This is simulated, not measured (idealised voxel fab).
Process module in this document: voxel lift off
Xsec cut, 190 nm wide, square cell size 5 nm.
Notation: cross-section as square-cell grid; stated in bands, top first, going down; one or more cell rows per band.
In this notation a band is specified by the heights of its top and bottom, in that order and in nm, after which its materials appear from left to right, each paired with its width in nm. The word "full width" attached to a single material means that material fills the band from edge to edge; the word "empty" stands for empty space.
All heights in this document are referenced to 0, defined as the level beneath which the wafer, as received, consists entirely of one material. The lowest band is not bounded below; it extends indefinitely downward and is written in the form "0 nm and below".
Per-row width for "30..40": begins at first number (top row of band), ends at second number (bottom row), increment between rows held constant.
No cell of the cross-section changed in a step that is given as "left unchanged".
In the "Closed internal voids" entry, you get each enclosed empty space of 8 cells or more, one with no open way to the top, written width x height at distance, distance from the left edge, in nm.
What comes after the settings on a step's line is commentary from the simulator itself on that step.
Regarding "overlay nm": on a step with a mask, it is the distance the mask lay to the right of its planned place; a negative value places it to the left.
-- The process steps that were planned are listed below
1 op RECEIVE | material Si
2 op CONFORMAL_DEP | material Al2O3 | thk nm 5
3 op PATTERN | tone open | mask id LINES | material resist | width nm 30 | pitch nm 55 | thk nm 20 | overlay nm 0
4 op DIRECTIONAL_DEP | material Ru | thk nm 10
5 op STRIP | etch materials resist
6 op CONFORMAL_DEP | material SiCN | thk nm 5
-- Cross-sectional view of the wafer in its as-received condition, corresponding to the state after step 1
* 0 nm and below: Si full width
* Closed internal voids: none
-- The module was run from the start shown above using the plan shown above, but one mistake was made doing it; the resulting wafer cross-section is below
* 20 nm to 15 nm: SiCN 55, then empty 20, then SiCN 35, then empty 20, then SiCN 60
* 15 nm to 10 nm: Ru 50, then SiCN 5, then empty 20, then SiCN 5, then Ru 25, then SiCN 5, then empty 20, then SiCN 5, then Ru 55
* 10 nm to 5 nm: Ru 50, then SiCN 30, then Ru 25, then SiCN 30, then Ru 55
* 5 nm to 0 nm: Al2O3 full width
* 0 nm and below: Si full width
* Closed internal voids: none
What was done differently from what was planned? step 3 was not run as planned; what actually ran was op PATTERN | tone cover | mask id LINES | material resist | width nm 30 | pitch nm 55 | thk nm 20 | overlay nm 0
